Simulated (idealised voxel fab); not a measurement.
Process module under the name voxel self aligned vias
Shown is cross-section cut, with a width of 280 nm and square cells of size 5 nm.
For the purposes of this document, a cross-section shall be understood as a grid of square cells, specified as bands listed in top-to-bottom order, each band consisting of one or more rows of cells. Heights first: top, then bottom, in nm. Then materials, left to right, each with a width in nm. "everywhere" on a single material: fills the band edge to edge. "empty": empty space. Height is counted from the level 0, under which the received wafer is composed throughout of one material. The lowest of the bands is not closed at the bottom but continues downward, in the notation "top 0, no bottom". A two-number width, for instance "30..40", indicates that the width is equal to the first number in the top row of the band and to the second number in the bottom row, and that it changes by a constant amount per row of cells. It should be understood that the words "no modification", when stated for a given step, signify that the cross-section underwent no change in any of its cells during that step. Closed-off voids of 8+ cells (no open route to the top) go in "Closed internal voids", written width x height at distance from the left edge, in nm. Heads up: the bit after the settings on a step's line is the simulator's remark on that step. The line of a step may include "overlay nm". On a step with a mask, this value is how far to the right of its planned place the mask lay. A negative value means the mask lay to the left.
Here's what the planned process steps look like:
1: RECEIVE: material Si
2: CONFORMAL_DEP: material SiO2, thk nm 15
3: CONFORMAL_DEP: material SiCN, thk nm 5
4: DIRECTIONAL_DEP: material SiO2, thk nm 30
5: PATTERN: tone open, mask id LINES, material resist, width nm 30, pitch nm 70, thk nm 20, overlay nm 0
6: DIRECTIONAL_ETCH: etch materials SiO2, depth nm 30
7: STRIP: etch materials resist
8: CONFORMAL_DEP: material TiN, thk nm 5
9: FILL_DEP: material Ru, thk nm 5
10: CMP: height nm 50
11: SELECTIVE_ETCH: etch materials W Ru TiN, depth nm 10
12: FILL_DEP: material SiN, thk nm 5
13: CMP: height nm 50
14: DIRECTIONAL_DEP: material SiO2, thk nm 15
15: MASKED_ETCH: tone open, mask id VIAS, width nm 50, pitch nm 70, etch materials SiO2, depth nm 15, overlay nm 0
16: MASKED_ETCH: tone open, mask id VIAS, width nm 50, pitch nm 70, etch materials SiN, depth nm 10, overlay nm 0
17: CONFORMAL_DEP: material TiN, thk nm 5
18: FILL_DEP: material Ru, thk nm 5
19: CMP: height nm 65
20: CONFORMAL_DEP: material SiN, thk nm 5
Cross-sectional view of the wafer in its as-received condition, corresponding to the state after step 1:
	top 0, no bottom = Si everywhere
	Closed internal voids: none
Here's the wafer cut in cross-section after the module, started and planned just like above, except one thing was done wrong in the run:
	top 70, bottom 65 = SiN everywhere
	top 65, bottom 55 = SiO2=50; TiN=5; Ru=35; TiN=5; SiO2=25; TiN=5; Ru=35; TiN=5; SiO2=25; TiN=5; Ru=35; TiN=5; SiO2=45
	top 55, bottom 45 = SiO2=50..55; TiN=10..5; Ru=20; TiN=15..5; SiO2=25..40; TiN=10..5; Ru=20; TiN=15..5; SiO2=25..40; TiN=10..5; Ru=20; TiN=15..5; SiO2=45..55
	top 45, bottom 40 = SiO2=55; TiN=30; SiO2=40; TiN=30; SiO2=40; TiN=30; SiO2=55
	top 40, bottom 25 = SiO2=55; TiN=5; Ru=20; TiN=5; SiO2=40; TiN=5; Ru=20; TiN=5; SiO2=40; TiN=5; Ru=20; TiN=5; SiO2=55
	top 25, bottom 20 = SiO2=55; TiN=30; SiO2=40; TiN=30; SiO2=40; TiN=30; SiO2=55
	top 20, bottom 15 = SiCN everywhere
	top 15, bottom 0 = SiO2 everywhere
	top 0, no bottom = Si everywhere
	Closed internal voids: none
Nonconformance to the process plan: planned and actual differ for step 15; actual: MASKED_ETCH: tone open, mask id VIAS, width nm 45, pitch nm 70, etch materials SiO2, depth nm 15, overlay nm 0
